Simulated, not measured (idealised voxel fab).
Presented below is a process module, voxel ribs on slabs.
FYI the section here is cut, 270 nm wide, cells are 5 nm squares.
For the purposes of this document, a cross-section shall be understood as a grid of square cells, specified as bands listed in top-to-bottom order, each band consisting of one or more rows of cells.
Band: top and bottom heights (nm) first, top before bottom; then materials from left to right, widths in nm. "throughout" marks a sole material filling the band edge to edge. "air" denotes empty space.
Beneath 0, the wafer as received is one material, and that level is where height counting begins. The lowest band goes on downward without a bottom; it is written like "z 0 and below".
The notation "30 to 40" denotes a width that varies across the rows of cells in the band, beginning at the first number in the top row, finishing at the second number in the bottom row, and changing by an identical amount from each row to the next.
Reading "nothing changed" for a step: not a cell of the cross-section changed in it.
Reported under the label "Closed void roster" are the empty spaces having no open way to the top and comprising 8 cells or more; the notation for each is width x height at distance, in which the distance is measured from the left edge and all three values are in nm.
On a step's line, text after the settings is the simulator commenting on that step.
You can add "overlay nm" to a step's line. For a step with a mask, it describes how far the mask lay to the right of its planned position, and a negative number describes a lay to the left.
This section lists the process steps that were planned:
step 1: RECEIVE: material Si
step 2: DIRECTIONAL_DEP: material SiO2, thk nm 25
step 3: DIRECTIONAL_DEP: material SiN, thk nm 20
step 4: PATTERN: tone cover, mask id RIB, material resist, width nm 30, thk nm 15, overlay nm 0
step 5: DIRECTIONAL_ETCH: etch materials SiN, depth nm 5
step 6: STRIP: etch materials resist
step 7: MASKED_ETCH: tone cover, mask id SLAB, width nm 80, etch materials SiN, depth nm 5, overlay nm 0
step 8: FILL_DEP: material SiO2, thk nm 25
step 9: CMP: height nm 65
step 10: DIRECTIONAL_DEP: material TiN, thk nm 5
step 11: DIRECTIONAL_DEP: material aC, thk nm 15
step 12: PATTERN: tone cover, mask id HEATER, material resist, width nm 40, thk nm 35, overlay nm 0
step 13: DIRECTIONAL_ETCH: etch materials aC, depth nm 15
step 14: STRIP: etch materials resist
step 15: DIRECTIONAL_ETCH: etch materials TiN, depth nm 5
step 16: STRIP: etch materials aC
step 17: CONFORMAL_DEP: material SiO2, thk nm 10
Across this set of wafers, the varied parameter is the depth nm of step 5. Starting conditions are identical for every wafer, and the plan reports the value assigned to the first wafer.
As received, i.e. after step 1: cross-section through the first of several wafers:
z 0 and below  Si throughout
Closed void roster: none
Below is a per-wafer table. In it, each row describes the wafer at the end of the module by giving, for each material, the number of cells gained (+) or lost (-) since the wafer was received, and after that the closed voids of the wafer:
depth nm 5; +130 SiN; +684 SiO2; +8 TiN; Closed void roster: none
depth nm 10; +82 SiN; +732 SiO2; +8 TiN; Closed void roster: none
depth nm 15; +34 SiN; +780 SiO2; +8 TiN; Closed void roster: none
depth nm 20; +24 SiN; +790 SiO2; +8 TiN; Closed void roster: none
depth nm 25; +24 SiN; +790 SiO2; +8 TiN; Closed void roster: none
depth nm 30; +24 SiN; +790 SiO2; +8 TiN; Closed void roster: none
